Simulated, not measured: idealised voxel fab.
process module | voxel trench capacitor
cross-section cut | 160 nm wide | cells 5 nm
A cross-section is a grid of square cells, given in bands from the top down. A band is one or more rows of cells.
Each band's line starts with the height of the band's top and of its bottom, in nm. Then come its materials from left to right, each with its width in nm. One material with "throughout" fills the band from edge to edge. "air" is empty space.
Height 0 is the level under which the wafer as received is all one material. The lowest band goes on downwards, as in "0 down".
A width such as "30 to 40" changes by the same amount from each row of cells to the next, from the band's top row to its bottom row.
"no change" after a step means that no cell of the cross-section changed.
closed voids: empty space of 8 cells or more with no open way to the top, each as width x height at its distance from the left edge, in nm
after a step's settings: what the simulator itself notes on the step
overlay nm, on a step with a mask: how far to the right of its planned place the mask lay; to the left if negative
plan
1 op RECEIVE | material Si
2 op CONFORMAL_DEP | material SiN | thk nm 5
3 op PATTERN | tone open | mask id TRENCH | material resist | width nm 25 | pitch nm 40 | thk nm 15 | overlay nm 0
4 op DIRECTIONAL_ETCH | etch materials SiN | depth nm 5
5 op DIRECTIONAL_ETCH | etch materials Si | depth nm 25
6 op STRIP | etch materials resist
7 op CONFORMAL_DEP | material Al2O3 | thk nm 5
8 op CONFORMAL_DEP | material TiN | thk nm 5
9 op FILL_DEP | material W | thk nm 5
10 op CMP | height nm 5
as received, after step 1
  0 down: Si throughout
  closed voids: none
a wafer at the end: this start, this plan, one mistake
  5 to 0: W 35 | TiN 5 | Al2O3 5 | SiN 25 | Al2O3 5 | TiN 5 | Al2O3 5 | SiN 25 | Al2O3 5 | TiN 5 | W 40
  0 to -15: W 35 | TiN 5 | Al2O3 5 | Si 25 | Al2O3 5 | TiN 5 | Al2O3 5 | Si 25 | Al2O3 5 | TiN 5 | W 40
  -15 to -20: TiN 40 | Al2O3 5 | Si 25 | Al2O3 5 | TiN 5 | Al2O3 5 | Si 25 | Al2O3 5 | TiN 45
  -20 to -25: Al2O3 45 | Si 25 | Al2O3 15 | Si 25 | Al2O3 50
  -25 down: Si throughout
  closed voids: none
what went wrong: step 3 ran as: op PATTERN | tone cover | mask id TRENCH | material resist | width nm 25 | pitch nm 40 | thk nm 15 | overlay nm 0
